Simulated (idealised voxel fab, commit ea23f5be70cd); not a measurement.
The process module presented herein is designated voxel double patterning.
Xsec cut, 180 nm wide, square cell size 5 nm.
If you're reading a cross-section in this doc, picture square cells in a grid; it comes to you as bands, top ones listed first down to the bottom, and a band can be one or more rows of cells. Band: top and bottom heights (nm) first, top before bottom; then materials from left to right, widths in nm. "full width" marks a sole material filling the band edge to edge. "blank" denotes empty space. Convention: height 0 is the level below which the wafer, as received, is all one material. The lowest band does not terminate at the bottom but continues downward, represented as "from 0 down". Note: "30 to 40" means the width goes from the first number (top row of the band) to the second number (bottom row) in equal steps per row of cells. Any step labelled "no alteration" changed none of the cells in the cross-section. In "Closed void listing" the enclosed voids are listed, meaning empty spaces of 8 cells or larger without any opening to the top. The form is width x height at distance, distance from the left edge, units nm. Whatever follows a step's settings on its line is a remark the simulator itself makes about that step. You can add "overlay nm" to a step's line. For a step with a mask, it describes how far the mask lay to the right of its planned position, and a negative number describes a lay to the left.

Intended process steps:
1. RECEIVE | material Si
2. CONFORMAL_DEP | material SiO2 | thk nm 10
3. DIRECTIONAL_DEP | material polySi | thk nm 10
4. DIRECTIONAL_DEP | material SiN | thk nm 10
5. MASKED_ETCH | tone open | mask id FIRST | width nm 15 | pitch nm 50 | etch materials SiN | depth nm 10 | overlay nm 0
6. DIRECTIONAL_DEP | material aC | thk nm 15
7. PATTERN | tone open | mask id SECOND | material resist | width nm 15 | thk nm 35 | overlay nm 0
8. DIRECTIONAL_ETCH | etch materials aC | depth nm 15
9. STRIP | etch materials resist
10. DIRECTIONAL_ETCH | etch materials SiN | depth nm 10
11. STRIP | etch materials aC
12. DIRECTIONAL_ETCH | etch materials polySi | depth nm 10
13. STRIP | etch materials SiN

Cross-section of the wafer at receipt, which is the condition after step 1:
> from 0 down  Si full width
> Closed void listing: none

Wafer at module end, in section. Began as above, planned as above, run with one mistake:
> from 20 to 10  polySi 55 nm, blank 20 nm, polySi 5 nm, blank 15 nm, polySi 10 nm, blank 20 nm, polySi 55 nm
> from 10 to 0  SiO2 full width
> from 0 down  Si full width
> Closed void listing: none
What was done differently from what was planned? in deviation from the planned setting, step 5 was conducted as MASKED_ETCH | tone open | mask id FIRST | width nm 20 | pitch nm 50 | etch materials SiN | depth nm 10 | overlay nm 0
